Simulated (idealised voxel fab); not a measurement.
process module | voxel transistor to metal
cross-section cut | 215 nm wide | cells 5 nm
A cross-section is a grid of square cells, given in bands from the top down. A band is one or more rows of cells.
Each band's line starts with the height of the band's top and of its bottom, in nm. Then come its materials from left to right, each with its width in nm. One material with "throughout" fills the band from edge to edge. "air" is empty space.
Height 0 is the level under which the wafer as received is all one material. The lowest band goes on downwards, as in "0 down".
A width such as "30 to 40" changes by the same amount from each row of cells to the next, from the band's top row to its bottom row.
"no change" after a step means that no cell of the cross-section changed.
closed voids: empty space of 8 cells or more with no open way to the top, each as width x height at its distance from the left edge, in nm
after a step's settings: what the simulator itself notes on the step
overlay nm, on a step with a mask: how far to the right of its planned place the mask lay; to the left if negative
plan
1 op RECEIVE | material Si
2 op CONFORMAL_DEP | material SiO2 | thk nm 5
3 op CONFORMAL_DEP | material SiN | thk nm 10
4 op DIRECTIONAL_DEP | material aC | thk nm 15
5 op PATTERN | tone cover | mask id ACTIVE | material resist | width nm 115 | thk nm 30 | overlay nm 0
6 op DIRECTIONAL_ETCH | etch materials aC | depth nm 15
7 op STRIP | etch materials resist
8 op DIRECTIONAL_ETCH | etch materials SiN | depth nm 10
9 op DIRECTIONAL_ETCH | etch materials SiO2 | depth nm 5
10 op DIRECTIONAL_ETCH | etch materials Si | depth nm 25
11 op STRIP | etch materials aC
12 op OXIDIZE | depth nm 5
13 op FILL_DEP | material SiO2 | thk nm 15
14 op CMP | height nm 15
15 op SELECTIVE_ETCH | etch materials SiO2 | depth nm 10
16 op STRIP | etch materials SiN
17 op SELECTIVE_ETCH | etch materials SiO2 | depth nm 5
18 op OXIDIZE | depth nm 5
19 op DIRECTIONAL_DEP | material polySi | thk nm 25
20 op DIRECTIONAL_DEP | material SiCN | thk nm 15
21 op DIRECTIONAL_DEP | material aC | thk nm 15
22 op PATTERN | tone cover | mask id GATE | material resist | width nm 25 | thk nm 35 | overlay nm 0
23 op DIRECTIONAL_ETCH | etch materials aC | depth nm 15
24 op STRIP | etch materials resist
25 op DIRECTIONAL_ETCH | etch materials SiCN | depth nm 25
26 op DIRECTIONAL_ETCH | etch materials polySi | depth nm 35
27 op STRIP | etch materials aC
28 op CONFORMAL_DEP | material SiN | thk nm 10
29 op DIRECTIONAL_ETCH | etch materials SiN | depth nm 10
30 op DIRECTIONAL_ETCH | etch materials SiO2 | depth nm 5
31 op DIRECTIONAL_ETCH | etch materials Si | depth nm 5
32 op EPI | material pSi | thk nm 5
33 op FILL_DEP | material SiO2 | thk nm 10
34 op CMP | height nm 25
35 op STRIP | etch materials polySi
36 op SELECTIVE_ETCH | etch materials SiO2 | depth nm 5
37 op CONFORMAL_DEP | material HfO2 | thk nm 5
38 op CONFORMAL_DEP | material TiN | thk nm 5
39 op FILL_DEP | material W | thk nm 10
40 op CMP | height nm 20
41 op DIRECTIONAL_DEP | material SiO2 | thk nm 15
42 op DIRECTIONAL_DEP | material aC | thk nm 15
43 op PATTERN | tone open | mask id CONTACT | material resist | width nm 20 | pitch nm 75 | thk nm 35 | overlay nm 0
44 op DIRECTIONAL_ETCH | etch materials aC | depth nm 15
45 op STRIP | etch materials resist
46 op DIRECTIONAL_ETCH | etch materials SiO2 | depth nm 40
47 op STRIP | etch materials aC
48 op CONFORMAL_DEP | material TiN | thk nm 5
49 op FILL_DEP | material W | thk nm 10
50 op CMP | height nm 35
51 op DIRECTIONAL_DEP | material TiN | thk nm 5
52 op DIRECTIONAL_DEP | material W | thk nm 25
53 op DIRECTIONAL_DEP | material aC | thk nm 10
54 op PATTERN | tone cover | mask id METAL_1 | material resist | width nm 20 | pitch nm 75 | thk nm 25 | overlay nm 0
55 op DIRECTIONAL_ETCH | etch materials aC | depth nm 10
56 op STRIP | etch materials resist
57 op DIRECTIONAL_ETCH | etch materials W | depth nm 25
58 op DIRECTIONAL_ETCH | etch materials TiN | depth nm 5
59 op STRIP | etch materials aC
60 op FILL_DEP | material SiO2 | thk nm 10
61 op CMP | height nm 65
62 op CONFORMAL_DEP | material SiCN | thk nm 5
63 op DIRECTIONAL_DEP | material SiO2 | thk nm 35
64 op MASKED_ETCH | tone open | mask id METAL_2 | width nm 20 | pitch nm 75 | etch materials SiO2 | depth nm 20 | overlay nm 0
65 op PATTERN | tone open | mask id METAL_2_HOLES | material resist | width nm 15 | pitch nm 75 | thk nm 20 | overlay nm 0
66 op DIRECTIONAL_ETCH | etch materials SiO2 | depth nm 15
67 op DIRECTIONAL_ETCH | etch materials SiCN | depth nm 5
68 op STRIP | etch materials resist
69 op CONFORMAL_DEP | material TiN | thk nm 5
70 op FILL_DEP | material Ru | thk nm 5
71 op CMP | height nm 105
72 op CONFORMAL_DEP | material SiN | thk nm 5
first wafer, as planned
as received, after step 1
  0 down: Si throughout
  closed voids: none
after step 2
  5 to 0: SiO2 throughout
  below 0: unchanged
after step 3
  15 to 5: SiN throughout
  below 5: unchanged
after step 4
  30 to 15: aC throughout
  below 15: unchanged
after step 5
  60 to 30: air 50 | resist 115 | air 50
  below 30: unchanged
after step 6
  45 to 30: air 50 | resist 115 | air 50
  30 to 15: air 50 | aC 115 | air 50
  below 15: unchanged
after step 7
  30 to 15: air 50 | aC 115 | air 50
  below 15: unchanged
after step 8
  30 to 15: air 50 | aC 115 | air 50
  15 to 5: air 50 | SiN 115 | air 50
  below 5: unchanged
after step 9
  30 to 15: air 50 | aC 115 | air 50
  15 to 5: air 50 | SiN 115 | air 50
  5 to 0: air 50 | SiO2 115 | air 50
  below 0: unchanged
after step 10
  30 to 15: air 50 | aC 115 | air 50
  15 to 5: air 50 | SiN 115 | air 50
  5 to 0: air 50 | SiO2 115 | air 50
  0 to -25: air 50 | Si 115 | air 50
  below -25: unchanged
after step 11
  15 to 5: air 50 | SiN 115 | air 50
  below 5: unchanged
after step 12
  15 to 5: air 50 | SiN 115 | air 50
  5 to 0: air 50 | SiO2 115 | air 50
  0 to -25: air 50 | SiO2 5 | Si 105 | SiO2 5 | air 50
  -25 to -30: SiO2 55 | Si 105 | SiO2 55
  below -30: unchanged
after step 13
  30 to 15: SiO2 throughout
  15 to 5: SiO2 50 | SiN 115 | SiO2 50
  5 to 0: SiO2 throughout
  0 to -30: SiO2 55 | Si 105 | SiO2 55
  below -30: unchanged
after step 14
  15 to 5: SiO2 50 | SiN 115 | SiO2 50
  below 5: unchanged
after step 15
  15 to 5: air 50 | SiN 115 | air 50
  below 5: unchanged
after step 16
  5 to 0: SiO2 throughout
  below 0: unchanged
after step 17
  0 to -30: SiO2 55 | Si 105 | SiO2 55
  below -30: unchanged
after step 18
  0 to -5: SiO2 throughout
  below -5: unchanged
after step 19
  25 to 0: polySi throughout
  below 0: unchanged
after step 20
  40 to 25: SiCN throughout
  below 25: unchanged
after step 21
  55 to 40: aC throughout
  below 40: unchanged
after step 22
  90 to 55: air 95 | resist 25 | air 95
  below 55: unchanged
after step 23
  75 to 55: air 95 | resist 25 | air 95
  55 to 40: air 95 | aC 25 | air 95
  below 40: unchanged
after step 24
  55 to 40: air 95 | aC 25 | air 95
  below 40: unchanged
after step 25
  55 to 40: air 95 | aC 25 | air 95
  40 to 25: air 95 | SiCN 25 | air 95
  below 25: unchanged
after step 26
  55 to 40: air 95 | aC 25 | air 95
  40 to 25: air 95 | SiCN 25 | air 95
  25 to 0: air 95 | polySi 25 | air 95
  below 0: unchanged
after step 27
  40 to 25: air 95 | SiCN 25 | air 95
  below 25: unchanged
after step 28
  50 to 40: air 85 | SiN 45 | air 85
  40 to 25: air 85 | SiN 10 | SiCN 25 | SiN 10 | air 85
  25 to 10: air 85 | SiN 10 | polySi 25 | SiN 10 | air 85
  10 to 0: SiN 95 | polySi 25 | SiN 95
  below 0: unchanged
after step 29
  40 to 25: air 85 | SiN 10 | SiCN 25 | SiN 10 | air 85
  25 to 0: air 85 | SiN 10 | polySi 25 | SiN 10 | air 85
  below 0: unchanged
after step 30
  40 to 25: air 85 | SiN 10 | SiCN 25 | SiN 10 | air 85
  25 to 0: air 85 | SiN 10 | polySi 25 | SiN 10 | air 85
  0 to -5: air 85 | SiO2 45 | air 85
  below -5: unchanged
after step 31
  40 to 25: air 85 | SiN 10 | SiCN 25 | SiN 10 | air 85
  25 to 0: air 85 | SiN 10 | polySi 25 | SiN 10 | air 85
  0 to -5: air 85 | SiO2 45 | air 85
  -5 to -10: SiO2 55 | air 30 | Si 45 | air 30 | SiO2 55
  below -10: unchanged
after step 32
  40 to 25: air 85 | SiN 10 | SiCN 25 | SiN 10 | air 85
  25 to 0: air 85 | SiN 10 | polySi 25 | SiN 10 | air 85
  0 to -5: air 80 | pSi 5 | SiO2 45 | pSi 5 | air 80
  -5 to -10: SiO2 55 | pSi 30 | Si 45 | pSi 30 | SiO2 55
  below -10: unchanged
after step 33
  50 to 40: SiO2 throughout
  40 to 25: SiO2 85 | SiN 10 | SiCN 25 | SiN 10 | SiO2 85
  25 to 0: SiO2 85 | SiN 10 | polySi 25 | SiN 10 | SiO2 85
  0 to -5: SiO2 80 | pSi 5 | SiO2 45 | pSi 5 | SiO2 80
  below -5: unchanged
after step 34
  25 to 0: SiO2 85 | SiN 10 | polySi 25 | SiN 10 | SiO2 85
  below 0: unchanged
after step 35
  25 to 0: SiO2 85 | SiN 10 | air 25 | SiN 10 | SiO2 85
  below 0: unchanged
after step 36
  25 to 20: air 85 | SiN 10 | air 25 | SiN 10 | air 85
  20 to 0: SiO2 85 | SiN 10 | air 25 | SiN 10 | SiO2 85
  0 to -5: SiO2 80 | pSi 5 | SiO2 5 | air 35 | SiO2 5 | pSi 5 | SiO2 80
  below -5: unchanged
after step 37
  30 to 25: air 80 | HfO2 20 | air 15 | HfO2 20 | air 80
  25 to 20: HfO2 85 | SiN 10 | HfO2 5 | air 15 | HfO2 5 | SiN 10 | HfO2 85
  20 to 0: SiO2 85 | SiN 10 | HfO2 5 | air 15 | HfO2 5 | SiN 10 | SiO2 85
  0 to -5: SiO2 80 | pSi 5 | SiO2 5 | HfO2 35 | SiO2 5 | pSi 5 | SiO2 80
  below -5: unchanged
after step 38
  35 to 30: air 75 | TiN 30 | air 5 | TiN 30 | air 75
  30 to 25: TiN 80 | HfO2 20 | TiN 5 | air 5 | TiN 5 | HfO2 20 | TiN 80
  25 to 20: HfO2 85 | SiN 10 | HfO2 5 | TiN 5 | air 5 | TiN 5 | HfO2 5 | SiN 10 | HfO2 85
  20 to 5: SiO2 85 | SiN 10 | HfO2 5 | TiN 5 | air 5 | TiN 5 | HfO2 5 | SiN 10 | SiO2 85
  5 to 0: SiO2 85 | SiN 10 | HfO2 5 | TiN 15 | HfO2 5 | SiN 10 | SiO2 85
  below 0: unchanged
after step 39
  45 to 35: W throughout
  35 to 30: W 75 | TiN 30 | W 5 | TiN 30 | W 75
  30 to 25: TiN 80 | HfO2 20 | TiN 5 | W 5 | TiN 5 | HfO2 20 | TiN 80
  25 to 20: HfO2 85 | SiN 10 | HfO2 5 | TiN 5 | W 5 | TiN 5 | HfO2 5 | SiN 10 | HfO2 85
  20 to 5: SiO2 85 | SiN 10 | HfO2 5 | TiN 5 | W 5 | TiN 5 | HfO2 5 | SiN 10 | SiO2 85
  below 5: unchanged
after step 40
  20 to 5: SiO2 85 | SiN 10 | HfO2 5 | TiN 5 | W 5 | TiN 5 | HfO2 5 | SiN 10 | SiO2 85
  below 5: unchanged
after step 41
  35 to 20: SiO2 throughout
  below 20: unchanged
after step 42
  50 to 35: aC throughout
  below 35: unchanged
after step 43
  85 to 50: resist 60 | air 20 | resist 55 | air 20 | resist 60
  below 50: unchanged
after step 44
  70 to 50: resist 60 | air 20 | resist 55 | air 20 | resist 60
  50 to 35: aC 60 | air 20 | aC 55 | air 20 | aC 60
  below 35: unchanged
after step 45
  50 to 35: aC 60 | air 20 | aC 55 | air 20 | aC 60
  below 35: unchanged
after step 46
  50 to 35: aC 60 | air 20 | aC 55 | air 20 | aC 60
  35 to 20: SiO2 60 | air 20 | SiO2 55 | air 20 | SiO2 60
  20 to 5: SiO2 60 | air 20 | SiO2 5 | SiN 10 | HfO2 5 | TiN 5 | W 5 | TiN 5 | HfO2 5 | SiN 10 | SiO2 5 | air 20 | SiO2 60
  5 to 0: SiO2 60 | air 20 | SiO2 5 | SiN 10 | HfO2 5 | TiN 15 | HfO2 5 | SiN 10 | SiO2 5 | air 20 | SiO2 60
  0 to -5: SiO2 60 | air 20 | pSi 5 | SiO2 5 | HfO2 35 | SiO2 5 | pSi 5 | air 20 | SiO2 60
  below -5: unchanged
after step 47
  35 to 20: SiO2 60 | air 20 | SiO2 55 | air 20 | SiO2 60
  below 20: unchanged
after step 48
  40 to 35: TiN 65 | air 10 | TiN 65 | air 10 | TiN 65
  35 to 20: SiO2 60 | TiN 5 | air 10 | TiN 5 | SiO2 55 | TiN 5 | air 10 | TiN 5 | SiO2 60
  20 to 5: SiO2 60 | TiN 5 | air 10 | TiN 5 | SiO2 5 | SiN 10 | HfO2 5 | TiN 5 | W 5 | TiN 5 | HfO2 5 | SiN 10 | SiO2 5 | TiN 5 | air 10 | TiN 5 | SiO2 60
  5 to 0: SiO2 60 | TiN 5 | air 10 | TiN 5 | SiO2 5 | SiN 10 | HfO2 5 | TiN 15 | HfO2 5 | SiN 10 | SiO2 5 | TiN 5 | air 10 | TiN 5 | SiO2 60
  0 to -5: SiO2 60 | TiN 20 | pSi 5 | SiO2 5 | HfO2 35 | SiO2 5 | pSi 5 | TiN 20 | SiO2 60
  below -5: unchanged
after step 49
  50 to 40: W throughout
  40 to 35: TiN 65 | W 10 | TiN 65 | W 10 | TiN 65
  35 to 20: SiO2 60 | TiN 5 | W 10 | TiN 5 | SiO2 55 | TiN 5 | W 10 | TiN 5 | SiO2 60
  20 to 5: SiO2 60 | TiN 5 | W 10 | TiN 5 | SiO2 5 | SiN 10 | HfO2 5 | TiN 5 | W 5 | TiN 5 | HfO2 5 | SiN 10 | SiO2 5 | TiN 5 | W 10 | TiN 5 | SiO2 60
  5 to 0: SiO2 60 | TiN 5 | W 10 | TiN 5 | SiO2 5 | SiN 10 | HfO2 5 | TiN 15 | HfO2 5 | SiN 10 | SiO2 5 | TiN 5 | W 10 | TiN 5 | SiO2 60
  below 0: unchanged
after step 50
  35 to 20: SiO2 60 | TiN 5 | W 10 | TiN 5 | SiO2 55 | TiN 5 | W 10 | TiN 5 | SiO2 60
  below 20: unchanged
after step 51
  40 to 35: TiN throughout
  below 35: unchanged
after step 52
  65 to 40: W throughout
  below 40: unchanged
after step 53
  75 to 65: aC throughout
  below 65: unchanged
after step 54
  100 to 75: air 60 | resist 20 | air 55 | resist 20 | air 60
  below 75: unchanged
after step 55
  90 to 75: air 60 | resist 20 | air 55 | resist 20 | air 60
  75 to 65: air 60 | aC 20 | air 55 | aC 20 | air 60
  below 65: unchanged
after step 56
  75 to 65: air 60 | aC 20 | air 55 | aC 20 | air 60
  below 65: unchanged
after step 57
  75 to 65: air 60 | aC 20 | air 55 | aC 20 | air 60
  65 to 40: air 60 | W 20 | air 55 | W 20 | air 60
  below 40: unchanged
after step 58
  75 to 65: air 60 | aC 20 | air 55 | aC 20 | air 60
  65 to 40: air 60 | W 20 | air 55 | W 20 | air 60
  40 to 35: air 60 | TiN 20 | air 55 | TiN 20 | air 60
  below 35: unchanged
after step 59
  65 to 40: air 60 | W 20 | air 55 | W 20 | air 60
  below 40: unchanged
after step 60
  75 to 65: SiO2 throughout
  65 to 40: SiO2 60 | W 20 | SiO2 55 | W 20 | SiO2 60
  40 to 35: SiO2 60 | TiN 20 | SiO2 55 | TiN 20 | SiO2 60
  below 35: unchanged
after step 61
  65 to 40: SiO2 60 | W 20 | SiO2 55 | W 20 | SiO2 60
  below 40: unchanged
after step 62
  70 to 65: SiCN throughout
  below 65: unchanged
after step 63
  105 to 70: SiO2 throughout
  below 70: unchanged
after step 64
  105 to 85: SiO2 60 | air 20 | SiO2 55 | air 20 | SiO2 60
  below 85: unchanged
after step 65
  125 to 105: resist 60 | air 15 | resist 60 | air 15 | resist 65
  105 to 85: SiO2 60 | air 15 | resist 5 | SiO2 55 | air 15 | resist 5 | SiO2 60
  below 85: unchanged
after step 66
  125 to 105: resist 60 | air 15 | resist 60 | air 15 | resist 65
  105 to 85: SiO2 60 | air 15 | resist 5 | SiO2 55 | air 15 | resist 5 | SiO2 60
  85 to 70: SiO2 60 | air 15 | SiO2 60 | air 15 | SiO2 65
  below 70: unchanged
after step 67
  125 to 105: resist 60 | air 15 | resist 60 | air 15 | resist 65
  105 to 85: SiO2 60 | air 15 | resist 5 | SiO2 55 | air 15 | resist 5 | SiO2 60
  85 to 70: SiO2 60 | air 15 | SiO2 60 | air 15 | SiO2 65
  70 to 65: SiCN 60 | air 15 | SiCN 60 | air 15 | SiCN 65
  below 65: unchanged
after step 68
  105 to 85: SiO2 60 | air 20 | SiO2 55 | air 20 | SiO2 60
  below 85: unchanged
after step 69
  110 to 105: TiN 65 | air 10 | TiN 65 | air 10 | TiN 65
  105 to 90: SiO2 60 | TiN 5 | air 10 | TiN 5 | SiO2 55 | TiN 5 | air 10 | TiN 5 | SiO2 60
  90 to 85: SiO2 60 | TiN 5 | air 5 | TiN 10 | SiO2 55 | TiN 5 | air 5 | TiN 10 | SiO2 60
  85 to 70: SiO2 60 | TiN 5 | air 5 | TiN 5 | SiO2 60 | TiN 5 | air 5 | TiN 5 | SiO2 65
  70 to 65: SiCN 60 | TiN 15 | SiCN 60 | TiN 15 | SiCN 65
  below 65: unchanged
after step 70
  115 to 110: Ru throughout
  110 to 105: TiN 65 | Ru 10 | TiN 65 | Ru 10 | TiN 65
  105 to 90: SiO2 60 | TiN 5 | Ru 10 | TiN 5 | SiO2 55 | TiN 5 | Ru 10 | TiN 5 | SiO2 60
  90 to 85: SiO2 60 | TiN 5 | Ru 5 | TiN 10 | SiO2 55 | TiN 5 | Ru 5 | TiN 10 | SiO2 60
  85 to 70: SiO2 60 | TiN 5 | Ru 5 | TiN 5 | SiO2 60 | TiN 5 | Ru 5 | TiN 5 | SiO2 65
  below 70: unchanged
after step 71
  105 to 90: SiO2 60 | TiN 5 | Ru 10 | TiN 5 | SiO2 55 | TiN 5 | Ru 10 | TiN 5 | SiO2 60
  below 90: unchanged
after step 72
  110 to 105: SiN throughout
  below 105: unchanged
second wafer: like start, like plan, one mistake. Through step 42 it matches the first wafer
when step 43 should have ended
  85 to 50: resist 55 | air 20 | resist 55 | air 20 | resist 65
  below 50: unchanged
when step 44 should have ended
  70 to 50: resist 55 | air 20 | resist 55 | air 20 | resist 65
  50 to 35: aC 55 | air 20 | aC 55 | air 20 | aC 65
  below 35: unchanged
when step 45 should have ended
  50 to 35: aC 55 | air 20 | aC 55 | air 20 | aC 65
  below 35: unchanged
when step 46 should have ended
  50 to 35: aC 55 | air 20 | aC 55 | air 20 | aC 65
  35 to 20: SiO2 55 | air 20 | SiO2 55 | air 20 | SiO2 65
  20 to 5: SiO2 55 | air 20 | SiO2 10 | SiN 10 | HfO2 5 | TiN 5 | W 5 | TiN 5 | HfO2 5 | SiN 10 | air 20 | SiO2 65
  5 to 0: SiO2 55 | air 20 | SiO2 10 | SiN 10 | HfO2 5 | TiN 15 | HfO2 5 | SiN 10 | air 20 | SiO2 65
  0 to -5: SiO2 55 | air 20 | SiO2 5 | pSi 5 | SiO2 5 | HfO2 35 | SiO2 5 | pSi 5 | air 15 | SiO2 65
  below -5: unchanged
when step 47 should have ended
  35 to 20: SiO2 55 | air 20 | SiO2 55 | air 20 | SiO2 65
  below 20: unchanged
when step 48 should have ended
  40 to 35: TiN 60 | air 10 | TiN 65 | air 10 | TiN 70
  35 to 20: SiO2 55 | TiN 5 | air 10 | TiN 5 | SiO2 55 | TiN 5 | air 10 | TiN 5 | SiO2 65
  20 to 5: SiO2 55 | TiN 5 | air 10 | TiN 5 | SiO2 10 | SiN 10 | HfO2 5 | TiN 5 | W 5 | TiN 5 | HfO2 5 | SiN 10 | TiN 5 | air 10 | TiN 5 | SiO2 65
  5 to 0: SiO2 55 | TiN 5 | air 10 | TiN 5 | SiO2 10 | SiN 10 | HfO2 5 | TiN 15 | HfO2 5 | SiN 10 | TiN 10 | air 5 | TiN 5 | SiO2 65
  0 to -5: SiO2 55 | TiN 20 | SiO2 5 | pSi 5 | SiO2 5 | HfO2 35 | SiO2 5 | pSi 5 | TiN 15 | SiO2 65
  below -5: unchanged
when step 49 should have ended
  50 to 40: W throughout
  40 to 35: TiN 60 | W 10 | TiN 65 | W 10 | TiN 70
  35 to 20: SiO2 55 | TiN 5 | W 10 | TiN 5 | SiO2 55 | TiN 5 | W 10 | TiN 5 | SiO2 65
  20 to 5: SiO2 55 | TiN 5 | W 10 | TiN 5 | SiO2 10 | SiN 10 | HfO2 5 | TiN 5 | W 5 | TiN 5 | HfO2 5 | SiN 10 | TiN 5 | W 10 | TiN 5 | SiO2 65
  5 to 0: SiO2 55 | TiN 5 | W 10 | TiN 5 | SiO2 10 | SiN 10 | HfO2 5 | TiN 15 | HfO2 5 | SiN 10 | TiN 10 | W 5 | TiN 5 | SiO2 65
  below 0: unchanged
when step 50 should have ended
  35 to 20: SiO2 55 | TiN 5 | W 10 | TiN 5 | SiO2 55 | TiN 5 | W 10 | TiN 5 | SiO2 65
  below 20: unchanged
when step 51 should have ended
  40 to 35: TiN throughout
  below 35: unchanged
when step 52 should have ended
  65 to 40: W throughout
  below 40: unchanged
when step 53 should have ended
  75 to 65: aC throughout
  below 65: unchanged
when step 54 should have ended
  100 to 75: air 60 | resist 20 | air 55 | resist 20 | air 60
  below 75: unchanged
when step 55 should have ended
  90 to 75: air 60 | resist 20 | air 55 | resist 20 | air 60
  75 to 65: air 60 | aC 20 | air 55 | aC 20 | air 60
  below 65: unchanged
when step 56 should have ended
  75 to 65: air 60 | aC 20 | air 55 | aC 20 | air 60
  below 65: unchanged
when step 57 should have ended
  75 to 65: air 60 | aC 20 | air 55 | aC 20 | air 60
  65 to 40: air 60 | W 20 | air 55 | W 20 | air 60
  below 40: unchanged
when step 58 should have ended
  75 to 65: air 60 | aC 20 | air 55 | aC 20 | air 60
  65 to 40: air 60 | W 20 | air 55 | W 20 | air 60
  40 to 35: air 60 | TiN 20 | air 55 | TiN 20 | air 60
  below 35: unchanged
when step 59 should have ended
  65 to 40: air 60 | W 20 | air 55 | W 20 | air 60
  below 40: unchanged
when step 60 should have ended
  75 to 65: SiO2 throughout
  65 to 40: SiO2 60 | W 20 | SiO2 55 | W 20 | SiO2 60
  40 to 35: SiO2 60 | TiN 20 | SiO2 55 | TiN 20 | SiO2 60
  below 35: unchanged
when step 61 should have ended
  65 to 40: SiO2 60 | W 20 | SiO2 55 | W 20 | SiO2 60
  below 40: unchanged
when step 62 should have ended
  70 to 65: SiCN throughout
  below 65: unchanged
when step 63 should have ended
  105 to 70: SiO2 throughout
  below 70: unchanged
when step 64 should have ended
  105 to 85: SiO2 60 | air 20 | SiO2 55 | air 20 | SiO2 60
  below 85: unchanged
when step 65 should have ended
  125 to 105: resist 60 | air 15 | resist 60 | air 15 | resist 65
  105 to 85: SiO2 60 | air 15 | resist 5 | SiO2 55 | air 15 | resist 5 | SiO2 60
  below 85: unchanged
when step 66 should have ended
  125 to 105: resist 60 | air 15 | resist 60 | air 15 | resist 65
  105 to 85: SiO2 60 | air 15 | resist 5 | SiO2 55 | air 15 | resist 5 | SiO2 60
  85 to 70: SiO2 60 | air 15 | SiO2 60 | air 15 | SiO2 65
  below 70: unchanged
when step 67 should have ended
  125 to 105: resist 60 | air 15 | resist 60 | air 15 | resist 65
  105 to 85: SiO2 60 | air 15 | resist 5 | SiO2 55 | air 15 | resist 5 | SiO2 60
  85 to 70: SiO2 60 | air 15 | SiO2 60 | air 15 | SiO2 65
  70 to 65: SiCN 60 | air 15 | SiCN 60 | air 15 | SiCN 65
  below 65: unchanged
when step 68 should have ended
  105 to 85: SiO2 60 | air 20 | SiO2 55 | air 20 | SiO2 60
  below 85: unchanged
when step 69 should have ended
  110 to 105: TiN 65 | air 10 | TiN 65 | air 10 | TiN 65
  105 to 90: SiO2 60 | TiN 5 | air 10 | TiN 5 | SiO2 55 | TiN 5 | air 10 | TiN 5 | SiO2 60
  90 to 85: SiO2 60 | TiN 5 | air 5 | TiN 10 | SiO2 55 | TiN 5 | air 5 | TiN 10 | SiO2 60
  85 to 70: SiO2 60 | TiN 5 | air 5 | TiN 5 | SiO2 60 | TiN 5 | air 5 | TiN 5 | SiO2 65
  70 to 65: SiCN 60 | TiN 15 | SiCN 60 | TiN 15 | SiCN 65
  below 65: unchanged
when step 70 should have ended
  115 to 110: Ru throughout
  110 to 105: TiN 65 | Ru 10 | TiN 65 | Ru 10 | TiN 65
  105 to 90: SiO2 60 | TiN 5 | Ru 10 | TiN 5 | SiO2 55 | TiN 5 | Ru 10 | TiN 5 | SiO2 60
  90 to 85: SiO2 60 | TiN 5 | Ru 5 | TiN 10 | SiO2 55 | TiN 5 | Ru 5 | TiN 10 | SiO2 60
  85 to 70: SiO2 60 | TiN 5 | Ru 5 | TiN 5 | SiO2 60 | TiN 5 | Ru 5 | TiN 5 | SiO2 65
  below 70: unchanged
when step 71 should have ended
  105 to 90: SiO2 60 | TiN 5 | Ru 10 | TiN 5 | SiO2 55 | TiN 5 | Ru 10 | TiN 5 | SiO2 60
  below 90: unchanged
when step 72 should have ended
  110 to 105: SiN throughout
  below 105: unchanged
what went wrong: step 43 ran as: op PATTERN | tone open | mask id CONTACT | material resist | width nm 20 | pitch nm 75 | thk nm 35 | overlay nm -5
at the end the second wafer has, in cells: 1 more of SiO2 | 1 fewer of W
